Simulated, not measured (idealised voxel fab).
process module | voxel self aligned vias
FYI the section here is cut, 215 nm wide, cells are 5 nm squares.
Reading order for cross-sections: top band down to bottom band. Underlying form: a grid of square cells. Band size: one or more rows of cells. The band entry comprises the height of the band's top followed by the height of its bottom, expressed in nm, and subsequently the band's materials from left to right, each stated together with its width in nm. Where a single material is marked with the word "throughout", that material fills the band from edge to edge. The word "blank" represents empty space. The level at which height equals 0 is the one under which the wafer, as it arrives, is entirely one material. No lower edge exists for the bottom band, which continues downward and is notated as in "0 down". Think of "30 to 40" as a width that walks from the first number to the second as you go down the band, top row to bottom row, taking equal-sized steps from row to row. Reading "no change occurred" for a step: not a cell of the cross-section changed in it. "Enclosed internal voids": empty spaces of 8 cells or more with no open way to the top, each given as width x height at distance, distance from the left edge, all in nm. Anything after a step's settings on that line? It's the simulator's own note about the step. overlay nm: step with mask; distance mask lay right of planned place; negative value = left of planned place.
[Planned process steps]
1) RECEIVE, material Si
2) CONFORMAL_DEP, material SiO2, thk nm 10
3) CONFORMAL_DEP, material SiCN, thk nm 5
4) DIRECTIONAL_DEP, material lowk, thk nm 20
5) MASKED_ETCH, tone open, mask id LINES, width nm 30, pitch nm 60, etch materials lowk, depth nm 20, overlay nm 0
6) CONFORMAL_DEP, material TiN, thk nm 5
7) FILL_DEP, material W, thk nm 5
8) CMP, height nm 35
9) SELECTIVE_ETCH, etch materials W Ru TiN, depth nm 10
10) FILL_DEP, material SiN, thk nm 10
11) CMP, height nm 35
12) DIRECTIONAL_DEP, material lowk, thk nm 20
13) PATTERN, tone open, mask id VIAS, material resist, width nm 40, pitch nm 60, thk nm 15, overlay nm 0
14) DIRECTIONAL_ETCH, etch materials lowk, depth nm 20
15) DIRECTIONAL_ETCH, etch materials SiN, depth nm 10
16) STRIP, etch materials resist
17) CONFORMAL_DEP, material TiN, thk nm 5
18) FILL_DEP, material Cu, thk nm 10
19) CMP, height nm 55
20) CONFORMAL_DEP, material SiCN, thk nm 5
[Delivered wafer in cross-section: state after step 1]
0 down = Si throughout
Enclosed internal voids: none
[First of two wafers at the end of the module, shown in cross-section; run carried out as planned]
60 to 55 = SiCN throughout
55 to 40 = lowk (25); TiN (5); Cu (30); TiN (5); lowk (20); TiN (5); Cu (30); TiN (5); lowk (20); TiN (5); Cu (30); TiN (5); lowk (30)
40 to 30 = lowk (25 to 30); TiN (10 to 5); Cu (20); TiN (10 to 5); lowk (20 to 30); TiN (10 to 5); Cu (20); TiN (10 to 5); lowk (20 to 30); TiN (10 to 5); Cu (20); TiN (10 to 5); lowk (30 to 35)
30 to 25 = lowk (30); TiN (30); lowk (30); TiN (30); lowk (30); TiN (30); lowk (35)
25 to 20 = lowk (30); TiN (5); W (20); TiN (5); lowk (30); TiN (5); W (20); TiN (5); lowk (30); TiN (5); W (20); TiN (5); lowk (35)
20 to 15 = lowk (30); TiN (30); lowk (30); TiN (30); lowk (30); TiN (30); lowk (35)
15 to 10 = SiCN throughout
10 to 0 = SiO2 throughout
0 down = Si throughout
Enclosed internal voids: none
[Wafer two, sectioned after the module: the first wafer's start, the first wafer's plan, and one mistake in how it was run]
60 to 55 = SiCN throughout
55 to 35 = lowk (25); TiN (40); lowk (20); TiN (40); lowk (20); TiN (40); lowk (30)
35 to 25 = lowk (30); TiN (30); lowk (30); TiN (30); lowk (30); TiN (30); lowk (35)
25 to 20 = lowk (30); TiN (5); W (20); TiN (5); lowk (30); TiN (5); W (20); TiN (5); lowk (30); TiN (5); W (20); TiN (5); lowk (35)
20 to 15 = lowk (30); TiN (30); lowk (30); TiN (30); lowk (30); TiN (30); lowk (35)
15 to 10 = SiCN throughout
10 to 0 = SiO2 throughout
0 down = Si throughout
Enclosed internal voids: none
Error vs. plan: so step 18 ended up running with a different setting than we planned, it ran as FILL_DEP, material TiN, thk nm 10
At the finish, the second wafer shows more or fewer cells for some materials than the first does: Cu: 78 fewer; TiN: 78 more
